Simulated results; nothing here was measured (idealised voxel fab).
Process module heading - voxel self aligned vias
Pictured: cross-section cut, 225 nm wide, on a grid of 5 nm square cells.
Each cross-section below is a grid of square cells, stated as bands in top-down order, with one or more rows of cells making up each band.
Look at the band entry: it leads with the top's height and the bottom's height in nm. Then it lists the materials left to right, with a width in nm for each. The word "everywhere" on a single material says that material fills the band edge to edge. The word "air" is empty space.
It should be noted that heights are counted from 0, beneath which the wafer as supplied is of one material throughout, and that the lowest band possesses no lower boundary but continues downward, as written in "0 and below".
Width "30 to 40": first value at the band's top row of cells, second value at its bottom row, equal change from row to row.
"all unchanged" for a step: no cell of the cross-section changed in that step.
Entry "Catalogued sealed voids" = empty spaces >= 8 cells with no open way to the top; each as width x height at distance, distance from left edge, all nm.
Post-settings text on a step line: simulator's own remark regarding the step.
overlay nm: mask offset rightward from planned place, masked step; negative means leftward offset.

Steps planned for the process
1 op RECEIVE | material Si
2 op CONFORMAL_DEP | material SiO2 | thk nm 10
3 op CONFORMAL_DEP | material SiCN | thk nm 5
4 op DIRECTIONAL_DEP | material lowk | thk nm 20
5 op MASKED_ETCH | tone open | mask id LINES | width nm 30 | pitch nm 55 | etch materials lowk | depth nm 20 | overlay nm 0
6 op CONFORMAL_DEP | material TiN | thk nm 5
7 op FILL_DEP | material Ru | thk nm 10
8 op CMP | height nm 35
9 op SELECTIVE_ETCH | etch materials W Ru TiN | depth nm 5
10 op FILL_DEP | material SiN | thk nm 5
11 op CMP | height nm 35
12 op DIRECTIONAL_DEP | material lowk | thk nm 15
13 op DIRECTIONAL_DEP | material aC | thk nm 10
14 op PATTERN | tone open | mask id VIAS | material resist | width nm 40 | pitch nm 55 | thk nm 30 | overlay nm 0
15 op DIRECTIONAL_ETCH | etch materials aC | depth nm 10
16 op STRIP | etch materials resist
17 op DIRECTIONAL_ETCH | etch materials lowk | depth nm 15
18 op DIRECTIONAL_ETCH | etch materials SiN | depth nm 5
19 op STRIP | etch materials aC
20 op CONFORMAL_DEP | material TiN | thk nm 5
21 op FILL_DEP | material Ru | thk nm 10
22 op CMP | height nm 50
23 op CONFORMAL_DEP | material SiN | thk nm 5

Received-state cross-section, reflecting completion of step 1
> 0 and below | Si everywhere
> Catalogued sealed voids: none

First of two wafers at the end of the module, shown in cross-section; run carried out as planned
> 55 down to 50 | SiN everywhere
> 50 down to 40 | lowk=35, then TiN=5, then Ru=30, then TiN=5, then lowk=15, then TiN=5, then Ru=30, then TiN=5, then lowk=15, then TiN=5, then Ru=30, then TiN=5, then lowk=40
> 40 down to 35 | lowk=35, then TiN=10, then Ru=20, then TiN=10, then lowk=15, then TiN=10, then Ru=20, then TiN=10, then lowk=15, then TiN=10, then Ru=20, then TiN=10, then lowk=40
> 35 down to 30 | lowk=40, then TiN=30, then lowk=25, then TiN=30, then lowk=25, then TiN=30, then lowk=45
> 30 down to 20 | lowk=40, then TiN=5, then Ru=20, then TiN=5, then lowk=25, then TiN=5, then Ru=20, then TiN=5, then lowk=25, then TiN=5, then Ru=20, then TiN=5, then lowk=45
> 20 down to 15 | lowk=40, then TiN=30, then lowk=25, then TiN=30, then lowk=25, then TiN=30, then lowk=45
> 15 down to 10 | SiCN everywhere
> 10 down to 0 | SiO2 everywhere
> 0 and below | Si everywhere
> Catalogued sealed voids: none

Now the second wafer, cross-sectioned at the end of the module. Nothing different at the start, nothing different in the plan compared with the first, just one mistake when it was actually run
> 55 down to 50 | SiN everywhere
> 50 down to 35 | lowk=35, then TiN=5, then Ru=30, then TiN=5, then lowk=15, then TiN=5, then Ru=30, then TiN=5, then lowk=15, then TiN=5, then Ru=30, then TiN=5, then lowk=40
> 35 down to 30 | SiN=35, then TiN=40, then SiN=15, then TiN=40, then SiN=15, then TiN=40, then SiN=40
> 30 down to 15 | lowk=40, then TiN=5, then Ru=20, then TiN=5, then lowk=25, then TiN=5, then Ru=20, then TiN=5, then lowk=25, then TiN=5, then Ru=20, then TiN=5, then lowk=45
> 15 down to 10 | lowk=40, then TiN=30, then lowk=25, then TiN=30, then lowk=25, then TiN=30, then lowk=45
> 10 down to 0 | SiO2 everywhere
> 0 and below | Si everywhere
> Catalogued sealed voids: none
Which mistake was made when the wafer was run? step 3 in the plan did not get run; it was skipped
Bottom line after processing is that, in cells, the second wafer is up or down on some materials versus the first: Ru: 18 more, SiCN: 45 fewer, SiN: 21 more, TiN: 6 more
